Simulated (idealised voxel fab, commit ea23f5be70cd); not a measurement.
process module | voxel ribs on slabs
cross-section cut | 190 nm wide | cells 5 nm
A cross-section is a grid of square cells, given in bands from the top down. A band is one or more rows of cells.
Each band's line starts with the height of the band's top and of its bottom, in nm. Then come its materials from left to right, each with its width in nm. One material with "throughout" fills the band from edge to edge. "air" is empty space.
Height 0 is the level under which the wafer as received is all one material. The lowest band goes on downwards, as in "0 down".
A width such as "30 to 40" changes by the same amount from each row of cells to the next, from the band's top row to its bottom row.
"no change" after a step means that no cell of the cross-section changed.
closed voids: empty space of 8 cells or more with no open way to the top, each as width x height at its distance from the left edge, in nm
after a step's settings: what the simulator itself notes on the step
overlay nm, on a step with a mask: how far to the right of its planned place the mask lay; to the left if negative
Each pair below shows a cross-section before one step and the cross-section after it, down to the lowest band that changed. The line under each pair gives the step between them, with its settings. The pairs can come from different runs of this module on the same starting wafer, so a pair continues from the pair above only where its "before" says so.
before
  0 down: Si throughout
  closed voids: none
after
  30 to 0: SiO2 throughout
  below 0: unchanged
  closed voids: none
the step between: op DIRECTIONAL_DEP | material SiO2 | thk nm 30
before: the cross-section after the pair above
after
  45 to 30: polySi throughout
  below 30: unchanged
  closed voids: none
the step between: op DIRECTIONAL_DEP | material polySi | thk nm 15
before: the cross-section after the pair above
after
  45 to 35: air 80 | polySi 25 | air 85
  below 35: unchanged
  closed voids: none
the step between: op MASKED_ETCH | tone cover | mask id RIB | width nm 25 | etch materials polySi | depth nm 10 | overlay nm 0
before: the cross-section after the pair above
after
  45 to 35: air 80 | polySi 25 | air 85
  35 to 30: air 60 | polySi 65 | air 65
  below 30: unchanged
  closed voids: none
the step between: op MASKED_ETCH | tone cover | mask id SLAB | width nm 65 | etch materials polySi | depth nm 5 | overlay nm 0
before: the cross-section after the pair above
after
  60 to 45: SiO2 throughout
  45 to 35: SiO2 80 | polySi 25 | SiO2 85
  35 to 30: SiO2 60 | polySi 65 | SiO2 65
  below 30: unchanged
  closed voids: none
the step between: op FILL_DEP | material SiO2 | thk nm 15
before: the cross-section after the pair above
after
  55 to 45: SiO2 throughout
  below 45: unchanged
  closed voids: none
the step between: op CMP | height nm 55
before: the cross-section after the pair above
after
  65 to 55: TiN throughout
  below 55: unchanged
  closed voids: none
the step between: op DIRECTIONAL_DEP | material TiN | thk nm 10
before: the cross-section after the pair above
after
  80 to 65: air 75 | resist 35 | air 80
  below 65: unchanged
  closed voids: none
the step between: op PATTERN | tone cover | mask id HEATER | material resist | width nm 35 | thk nm 15 | overlay nm 0
before: the cross-section after the pair above
after
  80 to 65: air 75 | resist 35 | air 80
  65 to 55: air 75 | TiN 35 | air 80
  below 55: unchanged
  closed voids: none
the step between: op DIRECTIONAL_ETCH | etch materials TiN | depth nm 10
before: the cross-section after the pair above
after
  65 to 55: air 75 | TiN 35 | air 80
  below 55: unchanged
  closed voids: none
the step between: op STRIP | etch materials resist
before: the cross-section after the pair above
after
  75 to 65: air 65 | SiN 55 | air 70
  65 to 55: SiN 75 | TiN 35 | SiN 80
  below 55: unchanged
  closed voids: none
the step between: op CONFORMAL_DEP | material SiN | thk nm 10
before
  45 to 30: polySi throughout
  30 to 0: SiO2 throughout
  0 down: Si throughout
  closed voids: none
after
  60 to 30: polySi throughout
  below 30: unchanged
  closed voids: none
the step between: op DIRECTIONAL_DEP | material polySi | thk nm 15
before: the cross-section after the pair above
after
  60 to 50: air 80 | polySi 25 | air 85
  below 50: unchanged
  closed voids: none
the step between: op MASKED_ETCH | tone cover | mask id RIB | width nm 25 | etch materials polySi | depth nm 10 | overlay nm 0
before: the cross-section after the pair above
after
  60 to 50: air 80 | polySi 25 | air 85
  50 to 45: air 60 | polySi 65 | air 65
  below 45: unchanged
  closed voids: none
the step between: op MASKED_ETCH | tone cover | mask id SLAB | width nm 65 | etch materials polySi | depth nm 5 | overlay nm 0
before: the cross-section after the pair above
after
  75 to 60: SiO2 throughout
  60 to 50: SiO2 80 | polySi 25 | SiO2 85
  50 to 45: SiO2 60 | polySi 65 | SiO2 65
  below 45: unchanged
  closed voids: none
the step between: op FILL_DEP | material SiO2 | thk nm 15
before: the cross-section after the pair above
after
  55 to 45: SiO2 80 to 60 | polySi 25 to 65 | SiO2 85 to 65
  below 45: unchanged
  closed voids: none
the step between: op CMP | height nm 55
before: the cross-section after the pair above
after
  65 to 55: TiN throughout
  below 55: unchanged
  closed voids: none
the step between: op DIRECTIONAL_DEP | material TiN | thk nm 10
before: the cross-section after the pair above
after
  80 to 65: air 75 | resist 35 | air 80
  below 65: unchanged
  closed voids: none
the step between: op PATTERN | tone cover | mask id HEATER | material resist | width nm 35 | thk nm 15 | overlay nm 0
before: the cross-section after the pair above
after
  80 to 65: air 75 | resist 35 | air 80
  65 to 55: air 75 | TiN 35 | air 80
  below 55: unchanged
  closed voids: none
the step between: op DIRECTIONAL_ETCH | etch materials TiN | depth nm 10
before: the cross-section after the pair above
after
  65 to 55: air 75 | TiN 35 | air 80
  below 55: unchanged
  closed voids: none
the step between: op STRIP | etch materials resist
before: the cross-section after the pair above
after
  75 to 65: air 65 | SiN 55 | air 70
  65 to 55: SiN 75 | TiN 35 | SiN 80
  below 55: unchanged
  closed voids: none
the step between: op CONFORMAL_DEP | material SiN | thk nm 10
before
  0 down: Si throughout
  closed voids: none
after
  15 to 0: polySi throughout
  below 0: unchanged
  closed voids: none
the step between: op DIRECTIONAL_DEP | material polySi | thk nm 15
before: the cross-section after the pair above
after
  45 to 15: SiO2 throughout
  below 15: unchanged
  closed voids: none
the step between: op DIRECTIONAL_DEP | material SiO2 | thk nm 30
before: the cross-section after the pair above
after
  60 to 15: SiO2 throughout
  below 15: unchanged
  closed voids: none
the step between: op FILL_DEP | material SiO2 | thk nm 15
before: the cross-section after the pair above
after
  55 to 15: SiO2 throughout
  below 15: unchanged
  closed voids: none
the step between: op CMP | height nm 55
before: the cross-section after the pair above
after
  65 to 55: TiN throughout
  below 55: unchanged
  closed voids: none
the step between: op DIRECTIONAL_DEP | material TiN | thk nm 10
before: the cross-section after the pair above
after
  80 to 65: air 75 | resist 35 | air 80
  below 65: unchanged
  closed voids: none
the step between: op PATTERN | tone cover | mask id HEATER | material resist | width nm 35 | thk nm 15 | overlay nm 0
before: the cross-section after the pair above
after
  80 to 65: air 75 | resist 35 | air 80
  65 to 55: air 75 | TiN 35 | air 80
  below 55: unchanged
  closed voids: none
the step between: op DIRECTIONAL_ETCH | etch materials TiN | depth nm 10
before: the cross-section after the pair above
after
  65 to 55: air 75 | TiN 35 | air 80
  below 55: unchanged
  closed voids: none
the step between: op STRIP | etch materials resist
before: the cross-section after the pair above
after
  75 to 65: air 65 | SiN 55 | air 70
  65 to 55: SiN 75 | TiN 35 | SiN 80
  below 55: unchanged
  closed voids: none
the step between: op CONFORMAL_DEP | material SiN | thk nm 10
before
  55 to 45: SiO2 throughout
  45 to 35: SiO2 80 | polySi 25 | SiO2 85
  35 to 30: SiO2 60 | polySi 65 | SiO2 65
  30 to 0: SiO2 throughout
  0 down: Si throughout
  closed voids: none
after
  70 to 55: TiN throughout
  below 55: unchanged
  closed voids: none
the step between: op DIRECTIONAL_DEP | material TiN | thk nm 15
before: the cross-section after the pair above
after
  85 to 70: air 75 | resist 35 | air 80
  below 70: unchanged
  closed voids: none
the step between: op PATTERN | tone cover | mask id HEATER | material resist | width nm 35 | thk nm 15 | overlay nm 0
before: the cross-section after the pair above
after
  85 to 70: air 75 | resist 35 | air 80
  70 to 60: air 75 | TiN 35 | air 80
  below 60: unchanged
  closed voids: none
the step between: op DIRECTIONAL_ETCH | etch materials TiN | depth nm 10
before: the cross-section after the pair above
after
  70 to 60: air 75 | TiN 35 | air 80
  below 60: unchanged
  closed voids: none
the step between: op STRIP | etch materials resist
before: the cross-section after the pair above
after
  80 to 70: air 65 | SiN 55 | air 70
  70 to 60: SiN 75 | TiN 35 | SiN 80
  below 60: unchanged
  closed voids: none
the step between: op CONFORMAL_DEP | material SiN | thk nm 10
before
  45 to 30: polySi throughout
  30 to 0: SiO2 throughout
  0 down: Si throughout
  closed voids: none
after
  45 to 35: air 80 | polySi 30 | air 80
  below 35: unchanged
  closed voids: none
the step between: op MASKED_ETCH | tone cover | mask id RIB | width nm 30 | etch materials polySi | depth nm 10 | overlay nm 0
before: the cross-section after the pair above
after
  45 to 35: air 80 | polySi 30 | air 80
  35 to 30: air 60 | polySi 65 | air 65
  below 30: unchanged
  closed voids: none
the step between: op MASKED_ETCH | tone cover | mask id SLAB | width nm 65 | etch materials polySi | depth nm 5 | overlay nm 0
before: the cross-section after the pair above
after
  60 to 45: SiO2 throughout
  45 to 35: SiO2 80 | polySi 30 | SiO2 80
  35 to 30: SiO2 60 | polySi 65 | SiO2 65
  below 30: unchanged
  closed voids: none
the step between: op FILL_DEP | material SiO2 | thk nm 15
before: the cross-section after the pair above
after
  55 to 45: SiO2 throughout
  below 45: unchanged
  closed voids: none
the step between: op CMP | height nm 55
before: the cross-section after the pair above
after
  65 to 55: TiN throughout
  below 55: unchanged
  closed voids: none
the step between: op DIRECTIONAL_DEP | material TiN | thk nm 10
before: the cross-section after the pair above
after
  80 to 65: air 75 | resist 35 | air 80
  below 65: unchanged
  closed voids: none
the step between: op PATTERN | tone cover | mask id HEATER | material resist | width nm 35 | thk nm 15 | overlay nm 0
before: the cross-section after the pair above
after
  80 to 65: air 75 | resist 35 | air 80
  65 to 55: air 75 | TiN 35 | air 80
  below 55: unchanged
  closed voids: none
the step between: op DIRECTIONAL_ETCH | etch materials TiN | depth nm 10
before: the cross-section after the pair above
after
  65 to 55: air 75 | TiN 35 | air 80
  below 55: unchanged
  closed voids: none
the step between: op STRIP | etch materials resist
before: the cross-section after the pair above
after
  75 to 65: air 65 | SiN 55 | air 70
  65 to 55: SiN 75 | TiN 35 | SiN 80
  below 55: unchanged
  closed voids: none
the step between: op CONFORMAL_DEP | material SiN | thk nm 10
before
  45 to 35: air 80 | polySi 25 | air 85
  35 to 30: polySi throughout
  30 to 0: SiO2 throughout
  0 down: Si throughout
  closed voids: none
after
  45 to 35: air 80 | polySi 25 | air 85
  35 to 30: air 65 | polySi 65 | air 60
  below 30: unchanged
  closed voids: none
the step between: op MASKED_ETCH | tone cover | mask id SLAB | width nm 65 | etch materials polySi | depth nm 5 | overlay nm 5
before: the cross-section after the pair above
after
  60 to 45: SiO2 throughout
  45 to 35: SiO2 80 | polySi 25 | SiO2 85
  35 to 30: SiO2 65 | polySi 65 | SiO2 60
  below 30: unchanged
  closed voids: none
the step between: op FILL_DEP | material SiO2 | thk nm 15
before: the cross-section after the pair above
after
  55 to 45: SiO2 throughout
  below 45: unchanged
  closed voids: none
the step between: op CMP | height nm 55
before: the cross-section after the pair above
after
  65 to 55: TiN throughout
  below 55: unchanged
  closed voids: none
the step between: op DIRECTIONAL_DEP | material TiN | thk nm 10
before: the cross-section after the pair above
after
  80 to 65: air 75 | resist 35 | air 80
  below 65: unchanged
  closed voids: none
the step between: op PATTERN | tone cover | mask id HEATER | material resist | width nm 35 | thk nm 15 | overlay nm 0
before: the cross-section after the pair above
after
  80 to 65: air 75 | resist 35 | air 80
  65 to 55: air 75 | TiN 35 | air 80
  below 55: unchanged
  closed voids: none
the step between: op DIRECTIONAL_ETCH | etch materials TiN | depth nm 10
before: the cross-section after the pair above
after
  65 to 55: air 75 | TiN 35 | air 80
  below 55: unchanged
  closed voids: none
the step between: op STRIP | etch materials resist
before: the cross-section after the pair above
after
  75 to 65: air 65 | SiN 55 | air 70
  65 to 55: SiN 75 | TiN 35 | SiN 80
  below 55: unchanged
  closed voids: none
the step between: op CONFORMAL_DEP | material SiN | thk nm 10
before
  65 to 55: air 75 | TiN 35 | air 80
  55 to 45: SiO2 throughout
  45 to 35: SiO2 80 | polySi 25 | SiO2 85
  35 to 30: SiO2 60 | polySi 65 | SiO2 65
  30 to 0: SiO2 throughout
  0 down: Si throughout
  closed voids: none
after
  75 to 65: air 65 | TiN 55 | air 70
  65 to 55: TiN throughout
  below 55: unchanged
  closed voids: none
the step between: op CONFORMAL_DEP | material TiN | thk nm 10
before
  45 to 35: air 80 | polySi 25 | air 85
  35 to 30: polySi throughout
  30 to 0: SiO2 throughout
  0 down: Si throughout
  closed voids: none
after
  40 to 35: air 80 | polySi 25 | air 85
  35 to 30: polySi 60 | air 20 | polySi 25 | air 20 | polySi 65
  below 30: unchanged
  closed voids: none
the step between: op MASKED_ETCH | tone open | mask id SLAB | width nm 65 | etch materials polySi | depth nm 5 | overlay nm 0
before: the cross-section after the pair above
after
  55 to 40: SiO2 throughout
  40 to 35: SiO2 80 | polySi 25 | SiO2 85
  35 to 30: polySi 60 | SiO2 20 | polySi 25 | SiO2 20 | polySi 65
  below 30: unchanged
  closed voids: none
the step between: op FILL_DEP | material SiO2 | thk nm 15
before: the cross-section after the pair above
after
  65 to 55: TiN throughout
  below 55: unchanged
  closed voids: none
the step between: op DIRECTIONAL_DEP | material TiN | thk nm 10
before: the cross-section after the pair above
after
  80 to 65: air 75 | resist 35 | air 80
  below 65: unchanged
  closed voids: none
the step between: op PATTERN | tone cover | mask id HEATER | material resist | width nm 35 | thk nm 15 | overlay nm 0
before: the cross-section after the pair above
after
  80 to 65: air 75 | resist 35 | air 80
  65 to 55: air 75 | TiN 35 | air 80
  below 55: unchanged
  closed voids: none
the step between: op DIRECTIONAL_ETCH | etch materials TiN | depth nm 10
before: the cross-section after the pair above
after
  65 to 55: air 75 | TiN 35 | air 80
  below 55: unchanged
  closed voids: none
the step between: op STRIP | etch materials resist
before: the cross-section after the pair above
after
  75 to 65: air 65 | SiN 55 | air 70
  65 to 55: SiN 75 | TiN 35 | SiN 80
  below 55: unchanged
  closed voids: none
the step between: op CONFORMAL_DEP | material SiN | thk nm 10
